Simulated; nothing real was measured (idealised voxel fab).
The following is a process module called voxel wiring stack.
For reference, the cross-section in this document is cut, with width 260 nm and square cells of 5 nm.
In what follows, cross-sections appear as grids of square cells, described through bands that run from the top down, where every band is one or more rows of cells.
First you get the band's top height and its bottom height, in nm, and then the materials it's made of, left to right, with each width in nm. If you see a single material with "all across", that one covers the band edge to edge. "empty" is empty space.
Zero point of the height axis is 0; under it, received wafer = one material. Lowest band: continues down indefinitely, "0..down".
The two numbers in a width such as "30->40" mark its ends across the band: the first belongs to the top row of cells, the second to the bottom row, and from each row to the next the width moves by the same amount.
You'll sometimes find "everything unchanged" written for a step, and that's the way of saying that nowhere in the cross-section did a cell change during that step.
"Closed voids list" enumerates empty spaces isolated from the top, with no open way to it, that contain at least 8 cells, giving each as width x height at distance from the left edge, all three in nm.
On each step's line, the part that comes after the settings is the simulator's own comment on the step.
You can add "overlay nm" to a step's line. For a step with a mask, it describes how far the mask lay to the right of its planned position, and a negative number describes a lay to the left.

[The process steps that were planned are listed below]
1 RECEIVE: material Si
2 CONFORMAL_DEP: material SiO2, thk nm 15
3 CONFORMAL_DEP: material SiCN, thk nm 5
4 DIRECTIONAL_DEP: material lowk, thk nm 20
5 MASKED_ETCH: tone open, mask id METAL_1, width nm 25, pitch nm 50, etch materials lowk, depth nm 20, overlay nm 0
6 MASKED_ETCH: tone open, mask id METAL_1, width nm 25, pitch nm 50, etch materials SiCN, depth nm 5, overlay nm 0
7 CONFORMAL_DEP: material TiN, thk nm 5
8 FILL_DEP: material Cu, thk nm 10
9 CMP: height nm 40
10 CONFORMAL_DEP: material SiCN, thk nm 5
11 DIRECTIONAL_DEP: material lowk, thk nm 15
12 MASKED_ETCH: tone open, mask id PLUG_1, width nm 15, pitch nm 100, etch materials lowk, depth nm 15, overlay nm 0
13 MASKED_ETCH: tone open, mask id PLUG_1, width nm 15, pitch nm 100, etch materials SiCN, depth nm 5, overlay nm 0
14 EPI: material Ru, thk nm 10
15 EPI: material Ru, thk nm 10
16 CONFORMAL_DEP: material SiCN, thk nm 5
17 DIRECTIONAL_DEP: material SiO2, thk nm 25
18 DIRECTIONAL_DEP: material aC, thk nm 15
19 PATTERN: tone open, mask id METAL_2, material resist, width nm 25, pitch nm 50, thk nm 30, overlay nm 0
20 DIRECTIONAL_ETCH: etch materials aC, depth nm 15
21 STRIP: etch materials resist
22 DIRECTIONAL_ETCH: etch materials SiO2, depth nm 25
23 DIRECTIONAL_ETCH: etch materials SiCN, depth nm 5
24 STRIP: etch materials aC
25 CONFORMAL_DEP: material TiN, thk nm 5
26 FILL_DEP: material Cu, thk nm 5
27 CMP: height nm 90
28 CONFORMAL_DEP: material SiCN, thk nm 5
29 DIRECTIONAL_DEP: material SiO2, thk nm 15
30 DIRECTIONAL_DEP: material aC, thk nm 15
31 PATTERN: tone open, mask id PLUG_2, material resist, width nm 15, pitch nm 50, thk nm 30, overlay nm 0
32 DIRECTIONAL_ETCH: etch materials aC, depth nm 15
33 STRIP: etch materials resist
34 DIRECTIONAL_ETCH: etch materials SiO2, depth nm 15
35 DIRECTIONAL_ETCH: etch materials SiCN, depth nm 5
36 STRIP: etch materials aC
37 CONFORMAL_DEP: material TiN, thk nm 5
38 FILL_DEP: material Cu, thk nm 10
39 CMP: height nm 110
40 DIRECTIONAL_DEP: material TiN, thk nm 5
41 DIRECTIONAL_DEP: material Ru, thk nm 20
42 PATTERN: tone cover, mask id METAL_3, material resist, width nm 25, pitch nm 50, thk nm 15, overlay nm 0
43 DIRECTIONAL_ETCH: etch materials Ru, depth nm 20
44 DIRECTIONAL_ETCH: etch materials TiN, depth nm 5
45 STRIP: etch materials resist
46 FILL_DEP: material lowk, thk nm 5
47 CMP: height nm 135
48 CONFORMAL_DEP: material SiCN, thk nm 5
49 DIRECTIONAL_DEP: material lowk, thk nm 20
50 MASKED_ETCH: tone open, mask id PLUG_3, width nm 15, pitch nm 50, etch materials lowk, depth nm 20, overlay nm 0
51 MASKED_ETCH: tone open, mask id PLUG_3, width nm 15, pitch nm 50, etch materials SiCN, depth nm 5, overlay nm 0
52 EPI: material Ru, thk nm 10
53 EPI: material Ru, thk nm 10
54 EPI: material Ru, thk nm 5
55 CONFORMAL_DEP: material SiCN, thk nm 5
56 DIRECTIONAL_DEP: material lowk, thk nm 15
57 PATTERN: tone open, mask id METAL_4, material resist, width nm 25, pitch nm 50, thk nm 15, overlay nm 0
58 DIRECTIONAL_ETCH: etch materials lowk, depth nm 15
59 DIRECTIONAL_ETCH: etch materials SiCN, depth nm 5
60 STRIP: etch materials resist
61 CONFORMAL_DEP: material TiN, thk nm 5
62 FILL_DEP: material Ru, thk nm 5
63 CMP: height nm 180
64 CONFORMAL_DEP: material SiCN, thk nm 5

[Incoming wafer in cross-section (state: after step 1)]
- 0..down | Si all across
- Closed voids list: none

[Module complete, cross-section. Starting point and plan per above. One mistake made in running the module]
- 185..180 | SiCN all across
- 180..165 | 10 of Ru  5 of TiN  25 of lowk  5 of TiN  15 of Ru  5 of TiN  25 of lowk  5 of TiN  15 of Ru  5 of TiN  25 of lowk  5 of TiN  15 of Ru  5 of TiN  25 of lowk  5 of TiN  15 of Ru  5 of TiN  15 of lowk  5 of TiN  25 of Ru
- 165..160 | 15 of TiN  25 of SiCN  25 of TiN  25 of SiCN  25 of TiN  25 of SiCN  25 of TiN  25 of SiCN  25 of TiN  15 of SiCN  30 of TiN
- 160..145 | 15 of lowk  5 of SiCN  205 of Ru  5 of SiCN  30 of lowk
- 145..140 | 20 of SiCN  205 of Ru  35 of SiCN
- 140..135 | 40 of SiCN  15 of Ru  35 of SiCN  15 of Ru  35 of SiCN  15 of Ru  35 of SiCN  15 of Ru  55 of SiCN
- 135..115 | 40 of lowk  25 of Ru  25 of lowk  25 of Ru  25 of lowk  25 of Ru  25 of lowk  25 of Ru  45 of lowk
- 115..110 | 40 of lowk  25 of TiN  25 of lowk  25 of TiN  25 of lowk  25 of TiN  25 of lowk  25 of TiN  45 of lowk
- 110..95 | 40 of SiO2  5 of TiN  5 of Cu  5 of TiN  35 of SiO2  5 of TiN  5 of Cu  5 of TiN  35 of SiO2  5 of TiN  5 of Cu  5 of TiN  35 of SiO2  5 of TiN  5 of Cu  5 of TiN  55 of SiO2
- 95..90 | 40 of SiCN  15 of TiN  35 of SiCN  15 of TiN  35 of SiCN  15 of TiN  35 of SiCN  15 of TiN  55 of SiCN
- 90..65 | 40 of SiO2  5 of TiN  15 of Cu  5 of TiN  25 of SiO2  5 of TiN  15 of Cu  5 of TiN  25 of SiO2  5 of TiN  15 of Cu  5 of TiN  25 of SiO2  5 of TiN  15 of Cu  5 of TiN  45 of SiO2
- 65..60 | 40 of SiCN  25 of TiN  25 of SiCN  25 of TiN  25 of SiCN  25 of TiN  25 of SiCN  25 of TiN  45 of SiCN
- 60..45 | 40 of lowk  15 of Ru  85 of lowk  15 of Ru  105 of lowk
- 45..40 | 40 of SiCN  15 of Ru  85 of SiCN  15 of Ru  105 of SiCN
- 40..20 | 40 of lowk  5 of TiN  15 of Cu  5 of TiN  25 of lowk  5 of TiN  15 of Cu  5 of TiN  25 of lowk  5 of TiN  15 of Cu  5 of TiN  25 of lowk  5 of TiN  15 of Cu  5 of TiN  45 of lowk
- 20..15 | 40 of SiCN  25 of TiN  25 of SiCN  25 of TiN  25 of SiCN  25 of TiN  25 of SiCN  25 of TiN  45 of SiCN
- 15..0 | SiO2 all across
- 0..down | Si all across
- Closed voids list: none
Finding, execution versus plan: step 49 of the plan was bypassed and not carried out
